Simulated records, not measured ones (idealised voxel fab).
Presented below is a process module, voxel tone inversion.
Cross-section cut: width 285 nm, square cells of 5 nm.
Just so we're on the same page, the cross-sections are grids of square cells, and they're listed out in bands top to bottom, each band one or more rows deep. Band entry format. Leading values: height of top, height of bottom, nm. Remainder: materials in left-to-right order, each with its width in nm. Special words: "everywhere" on a single material, which then fills the band edge to edge; "air", empty space. Note: height 0 marks the level under which the wafer is uniformly one material as received. Lowest band unbounded below, written "from 0 down". The two numbers in a width such as "30..40" mark its ends across the band: the first belongs to the top row of cells, the second to the bottom row, and from each row to the next the width moves by the same amount. Where a step carries "nothing got changed", the cross-section came out of it unchanged, cell for cell. This entry, "Fully sealed cavities", enumerates those empty regions of no fewer than 8 cells that possess no open connection to the top. Each region is reported in the form width x height at distance, the distance being taken from the left edge, with all three quantities expressed in nm. Where a step's line continues beyond its settings, the continuation is a remark by the simulator itself on that step. A step's line can hold "overlay nm"; with a mask on that step, the setting says how far right of the planned place the mask lay, while a negative setting says it lay to the left.
This section lists the process steps that were planned
1. RECEIVE with material Si
2. CONFORMAL_DEP with material SiN, thk nm 5
3. DIRECTIONAL_DEP with material aC, thk nm 20
4. PATTERN with tone cover, mask id POSTS, material resist, width nm 15, pitch nm 45, thk nm 25, overlay nm 0
5. DIRECTIONAL_ETCH with etch materials aC, depth nm 20
6. STRIP with etch materials resist
7. FILL_DEP with material SiO2, thk nm 10
8. CMP with height nm 25
9. STRIP with etch materials aC
10. CONFORMAL_DEP with material TiN, thk nm 5
11. FILL_DEP with material Ru, thk nm 5
12. CMP with height nm 25
13. CONFORMAL_DEP with material SiCN, thk nm 5
The width nm used in step 4 is not the same on every wafer, whereas the starting condition is; the value printed in the plan is the first wafer's.
Incoming state of the first of several wafers in cross-section: after step 1
> from 0 down  Si everywhere
> Fully sealed cavities: none
After the module's final step, step 13: the first of several wafers in cross-section
> from 30 to 25  SiCN everywhere
> from 25 to 10  SiO2 (110) / TiN (5) / Ru (5) / TiN (5) / SiO2 (30) / TiN (5) / Ru (5) / TiN (5) / SiO2 (115)
> from 10 to 5  SiO2 (110) / TiN (15) / SiO2 (30) / TiN (15) / SiO2 (115)
> from 5 to 0  SiN everywhere
> from 0 down  Si everywhere
> Fully sealed cavities: none
Showing the last wafer in cross-section at the end of the module
> from 30 to 25  SiCN everywhere
> from 25 to 10  SiO2 (105) / TiN (5) / Ru (20) / TiN (5) / SiO2 (15) / TiN (5) / Ru (20) / TiN (5) / SiO2 (105)
> from 10 to 5  SiO2 (105) / TiN (30) / SiO2 (15) / TiN (30) / SiO2 (105)
> from 5 to 0  SiN everywhere
> from 0 down  Si everywhere
> Fully sealed cavities: none
Where each wafer stands at the end of the module, a row apiece: cells of each material gained (+) or lost (-) since it was received, then closed voids
width nm 15; +6 Ru; +57 SiCN; +57 SiN; +204 SiO2; +18 TiN; Fully sealed cavities: none
width nm 20; +12 Ru; +57 SiCN; +57 SiN; +196 SiO2; +20 TiN; Fully sealed cavities: none
width nm 25; +18 Ru; +57 SiCN; +57 SiN; +188 SiO2; +22 TiN; Fully sealed cavities: none
width nm 30; +24 Ru; +57 SiCN; +57 SiN; +180 SiO2; +24 TiN; Fully sealed cavities: none
